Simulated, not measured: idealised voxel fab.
The process module that follows is named voxel self aligned contacts.
Square cells of 5 nm make up the cross-section cut, whose width is 210 nm.
Format of a cross-section: grid, square cells. Given as bands. Order: top down. Band: one or more rows of cells. Per band: top height and bottom height in nm, followed by the left-to-right materials and their widths in nm; "throughout" marks a single material spanning edge to edge, "blank" marks empty space. Measure heights from 0. That's the level where, below it, the as-received wafer is all one material. The lowest band is bottomless and extends downward; write it as in "z 0 and below". Graded width ("30..40"): value in top row of band = first number; value in bottom row = second number; row-to-row change constant. No cell of the cross-section changed in a step that is given as "remains unaltered". The entry titled "Sealed void inventory" provides the empty spaces that have no open way to the top, restricted to those of 8 cells or more. Each is presented as width x height at distance, the distance being measured from the left edge, with all three in nm. Post-settings text on a step line: simulator's own remark regarding the step. overlay nm: for a step with a mask, the amount by which the mask lay right of where it was planned; a negative amount means left of it.

Process steps - plan:
| 1 | RECEIVE,material Si |
| 2 | CONFORMAL_DEP,material SiO2,thk nm 5 |
| 3 | DIRECTIONAL_DEP,material polySi,thk nm 20 |
| 4 | DIRECTIONAL_DEP,material SiN,thk nm 25 |
| 5 | PATTERN,tone cover,mask id GATE,material resist,width nm 25,pitch nm 65,thk nm 20,overlay nm 0 |
| 6 | DIRECTIONAL_ETCH,etch materials SiN,depth nm 25 |
| 7 | DIRECTIONAL_ETCH,etch materials polySi,depth nm 20 |
| 8 | STRIP,etch materials resist |
| 9 | CONFORMAL_DEP,material SiN,thk nm 10 |
| 10 | DIRECTIONAL_ETCH,etch materials SiN,depth nm 10 |
| 11 | FILL_DEP,material SiO2,thk nm 15 |
| 12 | CMP,height nm 60 |
| 13 | PATTERN,tone open,mask id CONTACT,material resist,width nm 50,thk nm 20,overlay nm 0 |
| 14 | DIRECTIONAL_ETCH,etch materials SiO2,depth nm 60 |
| 15 | STRIP,etch materials resist |
| 16 | CONFORMAL_DEP,material TiN,thk nm 5 |
| 17 | FILL_DEP,material W,thk nm 10 |
| 18 | CMP,height nm 60 |
| 19 | CONFORMAL_DEP,material SiCN,thk nm 5 |

Run as planned: first of two wafers:

Step 1 complete: cross-section of the wafer as received:
* z 0 and below  Si throughout
* Sealed void inventory: none

Sectional view: wafer, after step 2:
* z 5 to 0  SiO2 throughout
* Nothing below the height 0 has changed.

Sectional view: wafer, after step 3:
* z 25 to 5  polySi throughout
* Nothing below the height 5 has changed.

Sectional view: wafer, after step 4:
* z 50 to 25  SiN throughout
* Nothing below the height 25 has changed.

Sectional view: wafer, after step 5:
* z 70 to 50  60 blank, 25 resist, 40 blank, 25 resist, 60 blank
* Nothing below the height 50 has changed.

Sectional view: wafer, after step 6:
* z 70 to 50  60 blank, 25 resist, 40 blank, 25 resist, 60 blank
* z 50 to 25  60 blank, 25 SiN, 40 blank, 25 SiN, 60 blank
* Nothing below the height 25 has changed.

Sectional view: wafer, after step 7:
* z 70 to 50  60 blank, 25 resist, 40 blank, 25 resist, 60 blank
* z 50 to 25  60 blank, 25 SiN, 40 blank, 25 SiN, 60 blank
* z 25 to 5  60 blank, 25 polySi, 40 blank, 25 polySi, 60 blank
* Nothing below the height 5 has changed.

Sectional view: wafer, after step 8:
* z 50 to 25  60 blank, 25 SiN, 40 blank, 25 SiN, 60 blank
* Nothing below the height 25 has changed.

Sectional view: wafer, after step 9:
* z 60 to 25  50 blank, 45 SiN, 20 blank, 45 SiN, 50 blank
* z 25 to 15  50 blank, 10 SiN, 25 polySi, 10 SiN, 20 blank, 10 SiN, 25 polySi, 10 SiN, 50 blank
* z 15 to 5  60 SiN, 25 polySi, 40 SiN, 25 polySi, 60 SiN
* Nothing below the height 5 has changed.

Sectional view: wafer, after step 10:
* z 50 to 25  50 blank, 45 SiN, 20 blank, 45 SiN, 50 blank
* z 25 to 5  50 blank, 10 SiN, 25 polySi, 10 SiN, 20 blank, 10 SiN, 25 polySi, 10 SiN, 50 blank
* Nothing below the height 5 has changed.

Sectional view: wafer, after step 11:
* z 65 to 50  SiO2 throughout
* z 50 to 25  50 SiO2, 45 SiN, 20 SiO2, 45 SiN, 50 SiO2
* z 25 to 5  50 SiO2, 10 SiN, 25 polySi, 10 SiN, 20 SiO2, 10 SiN, 25 polySi, 10 SiN, 50 SiO2
* Nothing below the height 5 has changed.

Sectional view: wafer, after step 12:
* z 60 to 50  SiO2 throughout
* Nothing below the height 50 has changed.

Sectional view: wafer, after step 13:
* z 80 to 60  80 resist, 50 blank, 80 resist
* Nothing below the height 60 has changed.

Sectional view: wafer, after step 14:
* z 80 to 60  80 resist, 50 blank, 80 resist
* z 60 to 50  80 SiO2, 50 blank, 80 SiO2
* z 50 to 25  50 SiO2, 45 SiN, 20 blank, 45 SiN, 50 SiO2
* z 25 to 5  50 SiO2, 10 SiN, 25 polySi, 10 SiN, 20 blank, 10 SiN, 25 polySi, 10 SiN, 50 SiO2
* z 5 to 0  95 SiO2, 20 blank, 95 SiO2
* Nothing below the height 0 has changed.

Sectional view: wafer, after step 15:
* z 60 to 50  80 SiO2, 50 blank, 80 SiO2
* Nothing below the height 50 has changed.

Sectional view: wafer, after step 16:
* z 65 to 60  85 TiN, 40 blank, 85 TiN
* z 60 to 50  80 SiO2, 5..20 TiN, 40..10 blank, 5..20 TiN, 80 SiO2
* z 50 to 25  50 SiO2, 45 SiN, 5 TiN, 10 blank, 5 TiN, 45 SiN, 50 SiO2
* z 25 to 5  50 SiO2, 10 SiN, 25 polySi, 10 SiN, 5 TiN, 10 blank, 5 TiN, 10 SiN, 25 polySi, 10 SiN, 50 SiO2
* z 5 to 0  95 SiO2, 20 TiN, 95 SiO2
* Nothing below the height 0 has changed.

Sectional view: wafer, after step 17:
* z 75 to 65  W throughout
* z 65 to 60  85 TiN, 40 W, 85 TiN
* z 60 to 50  80 SiO2, 5..20 TiN, 40..10 W, 5..20 TiN, 80 SiO2
* z 50 to 25  50 SiO2, 45 SiN, 5 TiN, 10 W, 5 TiN, 45 SiN, 50 SiO2
* z 25 to 5  50 SiO2, 10 SiN, 25 polySi, 10 SiN, 5 TiN, 10 W, 5 TiN, 10 SiN, 25 polySi, 10 SiN, 50 SiO2
* Nothing below the height 5 has changed.

Sectional view: wafer, after step 18:
* z 60 to 50  80 SiO2, 5..20 TiN, 40..10 W, 5..20 TiN, 80 SiO2
* Nothing below the height 50 has changed.

Sectional view: wafer, after step 19:
* z 65 to 60  SiCN throughout
* Nothing below the height 60 has changed.

Wafer two of two - same starting point, same process plan, one mistake in execution; matches wafer one up to and including step 11:

Second wafer, cut view, end of step 12 per plan:
* z 55 to 50  SiO2 throughout
* Nothing below the height 50 has changed.

Second wafer, cut view, end of step 13 per plan:
* z 75 to 55  80 resist, 50 blank, 80 resist
* Nothing below the height 55 has changed.

Second wafer, cut view, end of step 14 per plan:
* z 75 to 55  80 resist, 50 blank, 80 resist
* z 55 to 50  80 SiO2, 50 blank, 80 SiO2
* z 50 to 25  50 SiO2, 45 SiN, 20 blank, 45 SiN, 50 SiO2
* z 25 to 5  50 SiO2, 10 SiN, 25 polySi, 10 SiN, 20 blank, 10 SiN, 25 polySi, 10 SiN, 50 SiO2
* z 5 to 0  95 SiO2, 20 blank, 95 SiO2
* Nothing below the height 0 has changed.

Second wafer, cut view, end of step 15 per plan:
* z 55 to 50  80 SiO2, 50 blank, 80 SiO2
* Nothing below the height 50 has changed.

Second wafer, cut view, end of step 16 per plan:
* z 60 to 55  85 TiN, 40 blank, 85 TiN
* z 55 to 50  80 SiO2, 20 TiN, 10 blank, 20 TiN, 80 SiO2
* z 50 to 25  50 SiO2, 45 SiN, 5 TiN, 10 blank, 5 TiN, 45 SiN, 50 SiO2
* z 25 to 5  50 SiO2, 10 SiN, 25 polySi, 10 SiN, 5 TiN, 10 blank, 5 TiN, 10 SiN, 25 polySi, 10 SiN, 50 SiO2
* z 5 to 0  95 SiO2, 20 TiN, 95 SiO2
* Nothing below the height 0 has changed.

Second wafer, cut view, end of step 17 per plan:
* z 70 to 60  W throughout
* z 60 to 55  85 TiN, 40 W, 85 TiN
* z 55 to 50  80 SiO2, 20 TiN, 10 W, 20 TiN, 80 SiO2
* z 50 to 25  50 SiO2, 45 SiN, 5 TiN, 10 W, 5 TiN, 45 SiN, 50 SiO2
* z 25 to 5  50 SiO2, 10 SiN, 25 polySi, 10 SiN, 5 TiN, 10 W, 5 TiN, 10 SiN, 25 polySi, 10 SiN, 50 SiO2
* Nothing below the height 5 has changed.

Second wafer, cut view, end of step 18 per plan:
* z 60 to 55  85 TiN, 40 W, 85 TiN
* Nothing below the height 55 has changed.

Second wafer, cut view, end of step 19 per plan:
* z 65 to 60  SiCN throughout
* Nothing below the height 60 has changed.
Plan not followed: planned and actual differ for step 12; actual: CMP,height nm 55
Materials where the second wafer ends with more or fewer cells than the first: -32 SiO2 | +32 TiN
